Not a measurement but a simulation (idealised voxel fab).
The document below concerns the process module designated voxel capacitor over wiring.
In the cross-section labelled cut, the width is 175 nm and each square cell is 5 nm.
We lay out every cross-section as a grid of square cells and spell it out in bands from the top down, where one band means one or more rows of cells.
Top, bottom (nm), then materials left to right with widths (nm); lone material tagged "full width" fills the whole band edge to edge; "blank" = empty space.
A quick word on heights: they are counted from 0, and under that level the wafer as it came to us is one material throughout. The lowest band is different from the rest in having no bottom; it simply continues downward, written as in "0 -> down".
Width spec "30 to 40" -> top row of cells at first value, bottom row at second value, equal per-row change in between.
Take "left unchanged" at face value: in the step it is given for, the cross-section changed in none of its cells.
What "Closed void entries" gives you is every empty space of 8 cells or more that is cut off from the top. Each appears as width x height at distance, with the distance taken from the left edge and width, height and distance all in nm.
Past the settings on a step's line: simulator remark, on that step.
If you see "overlay nm" on a step's line and that step has a mask, it's telling you how far right of where it was planned the mask ended up; a negative number means it went left instead.

Here's what the planned process steps look like:
step 1: op RECEIVE | material Si
step 2: op CONFORMAL_DEP | material SiO2 | thk nm 10
step 3: op CONFORMAL_DEP | material SiN | thk nm 5
step 4: op DIRECTIONAL_DEP | material lowk | thk nm 25
step 5: op MASKED_ETCH | tone open | mask id METAL_1 | width nm 20 | pitch nm 75 | etch materials lowk | depth nm 25 | overlay nm 0
step 6: op MASKED_ETCH | tone open | mask id METAL_1 | width nm 20 | pitch nm 75 | etch materials SiN | depth nm 5 | overlay nm 0
step 7: op CONFORMAL_DEP | material TiN | thk nm 5
step 8: op FILL_DEP | material Cu | thk nm 10
step 9: op CMP | height nm 40
step 10: op EPI | material Ru | thk nm 5
step 11: op FILL_DEP | material SiCN | thk nm 5
step 12: op DIRECTIONAL_DEP | material lowk | thk nm 20
step 13: op PATTERN | tone open | mask id PLUG_1 | material resist | width nm 15 | thk nm 15 | overlay nm 0
step 14: op DIRECTIONAL_ETCH | etch materials lowk | depth nm 20
step 15: op DIRECTIONAL_ETCH | etch materials SiCN | depth nm 5
step 16: op STRIP | etch materials resist
step 17: op CONFORMAL_DEP | material TiN | thk nm 5
step 18: op FILL_DEP | material Cu | thk nm 10
step 19: op CMP | height nm 70
step 20: op DIRECTIONAL_DEP | material TiN | thk nm 10
step 21: op DIRECTIONAL_DEP | material SiN | thk nm 5
step 22: op DIRECTIONAL_DEP | material TiN | thk nm 10
step 23: op DIRECTIONAL_DEP | material aC | thk nm 15
step 24: op PATTERN | tone cover | mask id UPPER_PLATE | material resist | width nm 60 | thk nm 35 | overlay nm 0
step 25: op DIRECTIONAL_ETCH | etch materials aC | depth nm 15
step 26: op STRIP | etch materials resist
step 27: op DIRECTIONAL_ETCH | etch materials TiN | depth nm 10
step 28: op DIRECTIONAL_ETCH | etch materials SiN | depth nm 5
step 29: op STRIP | etch materials aC
step 30: op DIRECTIONAL_DEP | material aC | thk nm 15
step 31: op PATTERN | tone cover | mask id LOWER_PLATE | material resist | width nm 70 | thk nm 30 | overlay nm 0
step 32: op DIRECTIONAL_ETCH | etch materials aC | depth nm 15
step 33: op STRIP | etch materials resist
step 34: op DIRECTIONAL_ETCH | etch materials TiN | depth nm 10
step 35: op STRIP | etch materials aC
step 36: op FILL_DEP | material SiO2 | thk nm 15
step 37: op CMP | height nm 105
step 38: op MASKED_ETCH | tone open | mask id PLUG_2 | width nm 15 | etch materials SiO2 | depth nm 10 | overlay nm 0
step 39: op CONFORMAL_DEP | material TiN | thk nm 5
step 40: op FILL_DEP | material Ru | thk nm 5
step 41: op CMP | height nm 105
step 42: op CONFORMAL_DEP | material SiCN | thk nm 5

Incoming wafer in cross-section (state: after step 1):
* 0 -> down  Si full width
* Closed void entries: none

End-of-module XS, first of two wafers, run as planned:
* 110 -> 105  SiCN full width
* 105 -> 100  SiO2 (55) | TiN (5) | Ru (5) | TiN (5) | SiO2 (105)
* 100 -> 95  SiO2 (55) | TiN (15) | SiO2 (105)
* 95 -> 85  SiO2 (45) | TiN (60) | SiO2 (70)
* 85 -> 80  SiO2 (45) | SiN (60) | SiO2 (70)
* 80 -> 70  SiO2 (40) | TiN (70) | SiO2 (65)
* 70 -> 50  lowk (45) | TiN (5) | Cu (5) | TiN (5) | lowk (115)
* 50 -> 45  SiCN (45) | TiN (15) | SiCN (115)
* 45 -> 40  SiCN (35) | Ru (30) | SiCN (45) | Ru (30) | SiCN (35)
* 40 -> 15  lowk (40) | TiN (5) | Cu (10) | TiN (5) | lowk (55) | TiN (5) | Cu (10) | TiN (5) | lowk (40)
* 15 -> 10  SiN (40) | TiN (20) | SiN (55) | TiN (20) | SiN (40)
* 10 -> 0  SiO2 full width
* 0 -> down  Si full width
* Closed void entries: none

Second wafer through the module, sectioned at the end: same beginning and same plan as the first wafer, with one mistake in carrying it out:
* 110 -> 105  SiCN full width
* 105 -> 95  SiN full width
* 95 -> 85  TiN full width
* 85 -> 80  SiN full width
* 80 -> 70  TiN full width
* 70 -> 50  lowk (45) | TiN (5) | Cu (5) | TiN (5) | lowk (115)
* 50 -> 45  SiCN (45) | TiN (15) | SiCN (115)
* 45 -> 40  SiCN (35) | Ru (30) | SiCN (45) | Ru (30) | SiCN (35)
* 40 -> 15  lowk (40) | TiN (5) | Cu (10) | TiN (5) | lowk (55) | TiN (5) | Cu (10) | TiN (5) | lowk (40)
* 15 -> 10  SiN (40) | TiN (20) | SiN (55) | TiN (20) | SiN (40)
* 10 -> 0  SiO2 full width
* 0 -> down  Si full width
* Closed void entries: none
what went wrong: step 23 was run on a setting that differed from the plan, and what really ran there is op DIRECTIONAL_DEP | material SiN | thk nm 15
The second wafer ends with more or fewer cells of some materials than the first, per final count: -1 Ru | +93 SiN | -175 SiO2 | +83 TiN
